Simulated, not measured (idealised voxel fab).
The process module presented herein is designated voxel self aligned vias.
Square cells of 5 nm make up the cross-section cut, whose width is 290 nm.
How to read a cross-section here: the picture is a grid of square cells, written as bands going from the top down, and any band can span one or more rows of cells.
Top height, bottom height, nm. Materials left to right, width each, nm. Single material + "throughout" = fills band edge to edge. "blank" = empty.
A quick word on heights: they are counted from 0, and under that level the wafer as it came to us is one material throughout. The lowest band is different from the rest in having no bottom; it simply continues downward, written as in "0 and below".
Think of "30->40" as a width that walks from the first number to the second as you go down the band, top row to bottom row, taking equal-sized steps from row to row.
A step reported as "all unchanged" is a step in which no cell of the cross-section changed.
Voids not open to the top, 8 cells minimum: see "Non-vented voids". Written width x height at distance; distance is from the left edge; nm.
Formally, on a step line, whatever follows the settings is a remark that the simulator itself makes on the step.
On any step carrying a mask, the "overlay nm" setting, if present on the step's line, tells how far right of its planned place the mask lay; negative values point to the left.
Process steps - plan
1) RECEIVE with material Si
2) CONFORMAL_DEP with material SiO2, thk nm 5
3) CONFORMAL_DEP with material SiCN, thk nm 5
4) DIRECTIONAL_DEP with material lowk, thk nm 25
5) MASKED_ETCH with tone open, mask id LINES, width nm 25, pitch nm 65, etch materials lowk, depth nm 25, overlay nm 0
6) CONFORMAL_DEP with material TiN, thk nm 5
7) FILL_DEP with material Ru, thk nm 5
8) CMP with height nm 40
9) SELECTIVE_ETCH with etch materials W Ru TiN, depth nm 10
10) FILL_DEP with material SiN, thk nm 10
11) CMP with height nm 40
12) DIRECTIONAL_DEP with material lowk, thk nm 20
13) MASKED_ETCH with tone open, mask id VIAS, width nm 45, etch materials lowk, depth nm 20, overlay nm 0
14) MASKED_ETCH with tone open, mask id VIAS, width nm 45, etch materials SiN, depth nm 10, overlay nm 0
15) CONFORMAL_DEP with material TiN, thk nm 5
16) FILL_DEP with material Ru, thk nm 10
17) CMP with height nm 60
18) CONFORMAL_DEP with material SiCN, thk nm 5
For clarity, it should be stated that the wafers under discussion commence in an identical condition and differ with respect to the thk nm of step 2, the plan indicating the value that the first wafer had.
Received wafers, first of several: cross-section after step 1
> 0 and below = Si throughout
> Non-vented voids: none
Take a look at the first of several wafers in cross-section: the module is done, and step 18 was its last step
> 65 down to 60 = SiCN throughout
> 60 down to 40 = 90 of lowk  5 of TiN  35 of Ru  5 of TiN  155 of lowk
> 40 down to 35 = 90 of SiN  15 of TiN  15 of Ru  15 of TiN  155 of SiN
> 35 down to 30 = 100 of lowk  25 of TiN  40 of lowk  25 of SiN  100 of lowk
> 30 down to 15 = 100 of lowk  5 of TiN  15 of Ru  5 of TiN  40 of lowk  5 of TiN  15 of Ru  5 of TiN  100 of lowk
> 15 down to 10 = 100 of lowk  25 of TiN  40 of lowk  25 of TiN  100 of lowk
> 10 down to 5 = SiCN throughout
> 5 down to 0 = SiO2 throughout
> 0 and below = Si throughout
> Non-vented voids: none
The module's end: a cross-section of the last wafer
> 65 down to 60 = SiCN throughout
> 60 down to 45 = 90 of lowk  5 of TiN  35 of Ru  5 of TiN  155 of lowk
> 45 down to 40 = 90 of lowk  15 of TiN  15 of Ru  15 of TiN  155 of lowk
> 40 down to 35 = 100 of lowk  5 of TiN  15 of Ru  5 of TiN  40 of lowk  25 of SiN  100 of lowk
> 35 down to 30 = 100 of lowk  25 of TiN  40 of lowk  25 of SiN  100 of lowk
> 30 down to 25 = SiCN throughout
> 25 down to 0 = SiO2 throughout
> 0 and below = Si throughout
> Non-vented voids: none
The following table contains a row per wafer, in which are reported, at the conclusion of the module, the cells of each material gained (+) or lost (-) since the wafer's receipt, with its closed voids given thereafter
thk nm 5; +49 Ru; +116 SiCN; +54 SiN; +58 SiO2; +41 TiN; +436 lowk; Non-vented voids: none
thk nm 10; +39 Ru; +116 SiCN; +10 SiN; +116 SiO2; +37 TiN; +436 lowk; Non-vented voids: none
thk nm 15; +33 Ru; +116 SiCN; +10 SiN; +174 SiO2; +33 TiN; +388 lowk; Non-vented voids: none
thk nm 20; +27 Ru; +116 SiCN; +10 SiN; +232 SiO2; +29 TiN; +340 lowk; Non-vented voids: none
thk nm 25; +27 Ru; +116 SiCN; +10 SiN; +290 SiO2; +19 TiN; +292 lowk; Non-vented voids: none
